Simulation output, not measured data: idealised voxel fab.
The document below concerns the process module designated voxel released beams.
It is cross-section cut that appears here, measuring 250 nm in width, its square cells being 5 nm in size.
A cross-section is written here as square cells arranged in a grid, and it is given in bands from the top down, each band taking up one or more rows of cells. The band entry comprises the height of the band's top followed by the height of its bottom, expressed in nm, and subsequently the band's materials from left to right, each stated together with its width in nm. Where a single material is marked with the word "everywhere", that material fills the band from edge to edge. The word "empty" represents empty space. Ref level 0: as-received wafer is one material below here. Bottom band extends down with no lower bound ("z 0 and below"). You'd read "30 to 40" like this: the band's top row of cells is as wide as the first number, its bottom row is as wide as the second, and going down, every row changes width by the same amount as the row before did. Where a step carries "changes: none", the cross-section came out of it unchanged, cell for cell. Listed in "Voids lacking openings": every empty space of 8 or more cells without an open way to the top. Form: width x height at distance, the distance being from the left edge, all in nm. Where a step's line continues beyond its settings, the continuation is a remark by the simulator itself on that step. Regarding "overlay nm": on a step with a mask, it is the distance the mask lay to the right of its planned place; a negative value places it to the left.

-- Set out below are the planned steps of the process
1. RECEIVE (material Si)
2. CONFORMAL_DEP (material Al2O3; thk nm 10)
3. DIRECTIONAL_DEP (material SiO2; thk nm 20)
4. DIRECTIONAL_DEP (material aC; thk nm 15)
5. PATTERN (tone open; mask id ANCHOR; material resist; width nm 30; thk nm 35; overlay nm 0)
6. DIRECTIONAL_ETCH (etch materials aC; depth nm 15)
7. STRIP (etch materials resist)
8. DIRECTIONAL_ETCH (etch materials SiO2; depth nm 20)
9. STRIP (etch materials aC)
10. CONFORMAL_DEP (material W; thk nm 10)
11. DIRECTIONAL_DEP (material aC; thk nm 10)
12. PATTERN (tone cover; mask id BEAM; material resist; width nm 90; thk nm 25; overlay nm 0)
13. DIRECTIONAL_ETCH (etch materials aC; depth nm 10)
14. STRIP (etch materials resist)
15. DIRECTIONAL_ETCH (etch materials W; depth nm 10)
16. STRIP (etch materials aC)
17. STRIP (etch materials SiO2)

-- Cross-section of the wafer at receipt, which is the condition after step 1
> z 0 and below: Si everywhere
> Voids lacking openings: none

-- Module complete - cross-section of the first of two wafers, run according to plan
> z 40 to 30: 75 empty  15 W  10 empty  65 W  85 empty
> z 30 to 20: 80 empty  10 W  10 empty  10 W  140 empty
> z 20 to 10: 80 empty  30 W  140 empty
> z 10 to 0: Al2O3 everywhere
> z 0 and below: Si everywhere
> Voids lacking openings: none

-- Wafer two (of two), end-of-module cross-section: start = wafer one, plan = wafer one, one run mistake
> z 40 to 30: 80 empty  10 W  10 empty  65 W  85 empty
> z 30 to 20: 80 empty  10 W  10 empty  10 W  140 empty
> z 20 to 10: 80 empty  30 W  140 empty
> z 10 to 0: Al2O3 everywhere
> z 0 and below: Si everywhere
> Voids lacking openings: none
Plan not followed: rather than as planned, step 12 actually ran as PATTERN (tone cover; mask id BEAM; material resist; width nm 85; thk nm 25; overlay nm 0)
Once processing is complete, comparing cell counts shows that the second wafer has more or fewer of certain materials than the first: W -2
